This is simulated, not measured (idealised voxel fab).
Title: Process Module voxel double patterning
Cross-sectional view cut (width: 180 nm; square cell size: 5 nm).
Just so we're on the same page, the cross-sections are grids of square cells, and they're listed out in bands top to bottom, each band one or more rows deep. In this notation a band is specified by the heights of its top and bottom, in that order and in nm, after which its materials appear from left to right, each paired with its width in nm. The word "full width" attached to a single material means that material fills the band from edge to edge; the word "empty" stands for empty space. The reference from which all heights are counted is 0, the level beneath which the as-received wafer is entirely one material; the lowest band, having no lower bound, proceeds downward and is written after the example "0..down". Note: "30->40" means the width goes from the first number (top row of the band) to the second number (bottom row) in equal steps per row of cells. Where the words "same as before" appear for a step, the cross-section shows no cell changed by that step; every cell remained as before. Enclosed voids (no open way to top), threshold 8 cells or more, entry "Entrapped voids", notation width x height at distance, distance from left edge, nm. The remark found on a step's line after its settings is issued by the simulator itself and pertains to that step. Each step line may optionally specify "overlay nm", which for a step with a mask gives the rightward distance between the mask's planned place and where it lay, a negative value indicating the leftward direction.
### Planned process steps
1) RECEIVE [material Si]
2) CONFORMAL_DEP [material SiO2] [thk nm 10]
3) DIRECTIONAL_DEP [material polySi] [thk nm 10]
4) DIRECTIONAL_DEP [material SiCN] [thk nm 5]
5) MASKED_ETCH [tone open] [mask id FIRST] [width nm 15] [pitch nm 50] [etch materials SiCN] [depth nm 5] [overlay nm 0]
6) MASKED_ETCH [tone open] [mask id SECOND] [width nm 15] [etch materials SiCN] [depth nm 5] [overlay nm 0]
7) DIRECTIONAL_ETCH [etch materials polySi] [depth nm 10]
8) STRIP [etch materials SiCN]
### Incoming wafer in cross-section (state: after step 1)
	0..down: Si full width
	Entrapped voids: none
### Here's the wafer cut in cross-section after the module, started and planned just like above, except one thing was done wrong in the run
	20..10: SiO2 full width
	10..0: polySi full width
	0..down: Si full width
	Entrapped voids: none
In executing the process, a mistake was made relative to the plan: plan vs actual: 2 and 3 interchanged
